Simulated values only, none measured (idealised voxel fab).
This is a process module. Its name is voxel transistor to metal.
We display cut, a cross-section 260 nm in width whose square cells are each 5 nm.
This document writes a cross-section as a grid whose cells are square, and gives it as bands, listed from the top down; one or more rows of cells form a band.
Each band's line starts with the height of the band's top and of its bottom, in nm. Then come its materials from left to right, each with its width in nm. One material with "throughout" fills the band from edge to edge. "air" is empty space.
Height is counted from the level 0, under which the received wafer is composed throughout of one material. The lowest of the bands is not closed at the bottom but continues downward, in the notation "0 nm and below".
Top row gets the first number, bottom row gets the second, and each row in between changes by the same step: that is how a band width like "30..40" works.
Any step labelled "left unchanged" changed none of the cells in the cross-section.
Voids not open to the top, 8 cells minimum: see "Cavities, sealed". Written width x height at distance; distance is from the left edge; nm.
Formally, on a step line, whatever follows the settings is a remark that the simulator itself makes on the step.
overlay nm, on a step with a mask: how far to the right of its planned place the mask lay; to the left if negative
### Planned step list for the process
1) RECEIVE | material Si
2) OXIDIZE | depth nm 5
3) CONFORMAL_DEP | material SiN | thk nm 15
4) PATTERN | tone cover | mask id ACTIVE | material resist | width nm 95 | pitch nm 125 | thk nm 15 | overlay nm 0
5) DIRECTIONAL_ETCH | etch materials SiN | depth nm 15
6) DIRECTIONAL_ETCH | etch materials SiO2 | depth nm 5
7) DIRECTIONAL_ETCH | etch materials Si | depth nm 30
8) STRIP | etch materials resist
9) OXIDIZE | depth nm 5
10) FILL_DEP | material SiO2 | thk nm 10
11) CMP | height nm 15
12) SELECTIVE_ETCH | etch materials SiO2 | depth nm 10
13) STRIP | etch materials SiN
14) SELECTIVE_ETCH | etch materials SiO2 | depth nm 5
15) OXIDIZE | depth nm 5
16) DIRECTIONAL_DEP | material polySi | thk nm 25
17) DIRECTIONAL_DEP | material SiCN | thk nm 15
18) MASKED_ETCH | tone cover | mask id GATE | width nm 25 | pitch nm 125 | etch materials SiCN | depth nm 25 | overlay nm 0
19) MASKED_ETCH | tone cover | mask id GATE | width nm 25 | pitch nm 125 | etch materials polySi | depth nm 35 | overlay nm 0
20) CONFORMAL_DEP | material SiN | thk nm 5
21) DIRECTIONAL_ETCH | etch materials SiN | depth nm 5
22) DIRECTIONAL_ETCH | etch materials SiO2 | depth nm 5
23) DIRECTIONAL_ETCH | etch materials Si | depth nm 15
24) EPI | material SiGe | thk nm 15
25) FILL_DEP | material SiO2 | thk nm 5
26) CMP | height nm 35
27) DIRECTIONAL_DEP | material SiO2 | thk nm 15
28) MASKED_ETCH | tone open | mask id CONTACT | width nm 25 | etch materials SiO2 | depth nm 60 | overlay nm 0
29) CONFORMAL_DEP | material TiN | thk nm 5
30) FILL_DEP | material W | thk nm 5
31) CMP | height nm 50
32) CONFORMAL_DEP | material SiN | thk nm 5
33) DIRECTIONAL_DEP | material SiO2 | thk nm 15
34) DIRECTIONAL_DEP | material aC | thk nm 15
35) PATTERN | tone open | mask id METAL_1 | material resist | width nm 15 | thk nm 30 | overlay nm 0
36) DIRECTIONAL_ETCH | etch materials aC | depth nm 15
37) STRIP | etch materials resist
38) DIRECTIONAL_ETCH | etch materials SiO2 | depth nm 15
39) DIRECTIONAL_ETCH | etch materials SiN | depth nm 5
40) STRIP | etch materials aC
41) CONFORMAL_DEP | material TiN | thk nm 5
42) FILL_DEP | material Cu | thk nm 10
43) CMP | height nm 70
44) CONFORMAL_DEP | material SiN | thk nm 5
### Wafer cross-section on receipt, i.e. after step 1
* 0 nm and below | Si throughout
* Cavities, sealed: none
### End state of the module in cross-section, given the above starting point and plan and one mistake in execution
* 75 nm to 70 nm | SiN throughout
* 70 nm to 55 nm | SiO2 25 nm, TiN 5 nm, Cu 5 nm, TiN 5 nm, SiO2 55 nm, TiN 5 nm, Cu 5 nm, TiN 5 nm, SiO2 40 nm, TiN 5 nm, Cu 5 nm, TiN 5 nm, SiO2 55 nm, TiN 5 nm, Cu 5 nm, TiN 5 nm, SiO2 25 nm
* 55 nm to 50 nm | SiN 25 nm, TiN 15 nm, SiN 55 nm, TiN 15 nm, SiN 40 nm, TiN 15 nm, SiN 55 nm, TiN 15 nm, SiN 25 nm
* 50 nm to 35 nm | SiO2 25 nm, TiN 5 nm, W 15 nm, TiN 5 nm, SiO2 35 nm, TiN 5 nm, W 15 nm, TiN 5 nm, SiO2 40 nm, TiN 5 nm, W 15 nm, TiN 5 nm, SiO2 35 nm, TiN 5 nm, W 15 nm, TiN 5 nm, SiO2 25 nm
* 35 nm to 20 nm | SiO2 25 nm, TiN 5 nm, W 15 nm, TiN 5 nm, SiN 5 nm, SiCN 25 nm, SiN 5 nm, TiN 5 nm, W 15 nm, TiN 5 nm, SiO2 40 nm, TiN 5 nm, W 15 nm, TiN 5 nm, SiN 5 nm, SiCN 25 nm, SiN 5 nm, TiN 5 nm, W 15 nm, TiN 5 nm, SiO2 25 nm
* 20 nm to 10 nm | SiO2 25 nm, TiN 5 nm, W 15 nm, TiN 5 nm, SiN 5 nm, polySi 25 nm, SiN 5 nm, TiN 5 nm, W 15 nm, TiN 5 nm, SiO2 40 nm, TiN 5 nm, W 15 nm, TiN 5 nm, SiN 5 nm, polySi 25 nm, SiN 5 nm, TiN 5 nm, W 15 nm, TiN 5 nm, SiO2 25 nm
* 10 nm to 5 nm | SiO2 25 nm, TiN 25 nm, SiN 5 nm, polySi 25 nm, SiN 5 nm, TiN 25 nm, SiO2 40 nm, TiN 25 nm, SiN 5 nm, polySi 25 nm, SiN 5 nm, TiN 25 nm, SiO2 25 nm
* 5 nm to 0 nm | SiO2 25 nm, TiN 10 nm, SiGe 15 nm, SiN 5 nm, polySi 25 nm, SiN 5 nm, SiGe 15 nm, TiN 10 nm, SiO2 40 nm, TiN 10 nm, SiGe 15 nm, SiN 5 nm, polySi 25 nm, SiN 5 nm, SiGe 15 nm, TiN 10 nm, SiO2 25 nm
* 0 nm to -5 nm | SiO2 15 nm, SiN 5 nm, SiO2 5 nm, TiN 10 nm, SiGe 15 nm, SiN 5 nm, polySi 25 nm, SiN 5 nm, SiGe 15 nm, TiN 10 nm, SiO2 5 nm, SiN 5 nm, SiO2 20 nm, SiN 5 nm, SiO2 5 nm, TiN 10 nm, SiGe 15 nm, SiN 5 nm, polySi 25 nm, SiN 5 nm, SiGe 15 nm, TiN 10 nm, SiO2 5 nm, SiN 5 nm, SiO2 15 nm
* -5 nm to -10 nm | SiO2 25 nm, TiN 10 nm, SiGe 15 nm, SiO2 35 nm, SiGe 15 nm, TiN 10 nm, SiO2 40 nm, TiN 10 nm, SiGe 15 nm, SiO2 35 nm, SiGe 15 nm, TiN 10 nm, SiO2 25 nm
* -10 nm to -25 nm | SiO2 25 nm, SiGe 25 nm, Si 35 nm, SiGe 25 nm, SiO2 40 nm, SiGe 25 nm, Si 35 nm, SiGe 25 nm, SiO2 25 nm
* -25 nm to -70 nm | SiO2 25 nm, Si 85 nm, SiO2 40 nm, Si 85 nm, SiO2 25 nm
* -70 nm and below | Si throughout
* Cavities, sealed: none
Run error: step 7 of the plan was executed twice over
